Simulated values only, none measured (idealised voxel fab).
process module | voxel gate over fins
cross-section cut | 240 nm wide | cells 5 nm
A cross-section is a grid of square cells, given in bands from the top down. A band is one or more rows of cells.
Each band's line starts with the height of the band's top and of its bottom, in nm. Then come its materials from left to right, each with its width in nm. One material with "throughout" fills the band from edge to edge. "air" is empty space.
Height 0 is the level under which the wafer as received is all one material. The lowest band goes on downwards, as in "0 down".
A width such as "30 to 40" changes by the same amount from each row of cells to the next, from the band's top row to its bottom row.
"no change" after a step means that no cell of the cross-section changed.
closed voids: empty space of 8 cells or more with no open way to the top, each as width x height at its distance from the left edge, in nm
after a step's settings: what the simulator itself notes on the step
overlay nm, on a step with a mask: how far to the right of its planned place the mask lay; to the left if negative
plan
1 op RECEIVE | material Si
2 op CONFORMAL_DEP | material SiN | thk nm 10
3 op PATTERN | tone cover | mask id FINS | material resist | width nm 15 | pitch nm 60 | thk nm 20 | overlay nm 0
4 op DIRECTIONAL_ETCH | etch materials SiN | depth nm 10
5 op DIRECTIONAL_ETCH | etch materials Si | depth nm 40
6 op STRIP | etch materials resist
7 op OXIDIZE | depth nm 5
8 op FILL_DEP | material SiO2 | thk nm 15
9 op CMP | height nm 10
10 op PATTERN | tone open | mask id RAIL | material resist | width nm 15 | thk nm 15 | overlay nm 0
11 op DIRECTIONAL_ETCH | etch materials SiO2 | depth nm 45
12 op STRIP | etch materials resist
13 op CONFORMAL_DEP | material TiN | thk nm 5
14 op FILL_DEP | material Ru | thk nm 10
15 op CMP | height nm 10
16 op SELECTIVE_ETCH | etch materials W Ru TiN | depth nm 30
17 op FILL_DEP | material SiO2 | thk nm 5
18 op CMP | height nm 10
19 op SELECTIVE_ETCH | etch materials SiO2 | depth nm 20
20 op STRIP | etch materials SiN
21 op CONFORMAL_DEP | material HfO2 | thk nm 5
22 op CONFORMAL_DEP | material TiN | thk nm 5
23 op CONFORMAL_DEP | material TiAl | thk nm 5
24 op CONFORMAL_DEP | material TiN | thk nm 5
25 op FILL_DEP | material W | thk nm 15
26 op CMP | height nm 30
27 op CONFORMAL_DEP | material SiN | thk nm 5
as received, after step 1
  0 down: Si throughout
  closed voids: none
first wafer at the end, as planned
  35 to 30: SiN throughout
  30 to 20: W throughout
  20 to 15: W 35 | TiN 45 | W 15 | TiN 45 | W 15 | TiN 45 | W 40
  15 to 10: W 35 | TiN 5 | TiAl 35 | TiN 5 | W 15 | TiN 5 | TiAl 35 | TiN 5 | W 15 | TiN 5 | TiAl 35 | TiN 5 | W 40
  10 to 5: TiN 40 | TiAl 5 | TiN 25 | TiAl 5 | TiN 25 | TiAl 5 | TiN 25 | TiAl 5 | TiN 25 | TiAl 5 | TiN 25 | TiAl 5 | TiN 45
  5 to 0: TiAl 45 | TiN 5 | HfO2 15 | TiN 5 | TiAl 35 | TiN 5 | HfO2 15 | TiN 5 | TiAl 35 | TiN 5 | HfO2 15 | TiN 5 | TiAl 50
  0 to -5: TiN 50 | HfO2 5 | Si 5 | HfO2 5 | TiN 45 | HfO2 5 | Si 5 | HfO2 5 | TiN 45 | HfO2 5 | Si 5 | HfO2 5 | TiN 55
  -5 to -10: HfO2 55 | Si 5 | HfO2 55 | Si 5 | HfO2 55 | Si 5 | HfO2 60
  -10 to -20: SiO2 55 | Si 5 | SiO2 55 | Si 5 | SiO2 55 | Si 5 | SiO2 60
  -20 to -30: SiO2 55 | Si 5 | SiO2 20 | TiN 5 | Ru 5 | TiN 5 | SiO2 20 | Si 5 | SiO2 55 | Si 5 | SiO2 60
  -30 to -35: SiO2 55 | Si 5 | SiO2 20 | TiN 15 | SiO2 20 | Si 5 | SiO2 55 | Si 5 | SiO2 60
  -35 to -45: SiO2 55 | Si 5 | SiO2 55 | Si 5 | SiO2 55 | Si 5 | SiO2 60
  -45 down: Si throughout
  closed voids: none
second wafer at the end: like start, like plan, one mistake
  35 to 30: SiN throughout
  30 to 20: W throughout
  20 to 15: TiN throughout
  15 to 10: TiAl throughout
  10 to 5: TiN 55 | TiAl 5 | TiN 55 | TiAl 5 | TiN 55 | TiAl 5 | TiN 60
  5 to 0: HfO2 50 | TiN 5 | TiAl 5 | TiN 5 | HfO2 45 | TiN 5 | TiAl 5 | TiN 5 | HfO2 45 | TiN 5 | TiAl 5 | TiN 5 | HfO2 55
  0 to -5: Si 45 | HfO2 5 | TiN 15 | HfO2 5 | Si 35 | HfO2 5 | TiN 15 | HfO2 5 | Si 35 | HfO2 5 | TiN 15 | HfO2 5 | Si 50
  -5 to -10: Si 45 | HfO2 25 | Si 35 | HfO2 25 | Si 35 | HfO2 25 | Si 50
  -10 to -45: Si 45 | SiO2 25 | Si 35 | SiO2 25 | Si 35 | SiO2 25 | Si 50
  -45 down: Si throughout
  closed voids: none
what went wrong: step 3 ran as: op PATTERN | tone open | mask id FINS | material resist | width nm 15 | pitch nm 60 | thk nm 20 | overlay nm 0
at the end the second wafer has, in cells: 2 fewer of Ru | 270 more of Si | 201 fewer of SiO2 | 6 fewer of TiAl | 19 fewer of TiN | 42 fewer of W
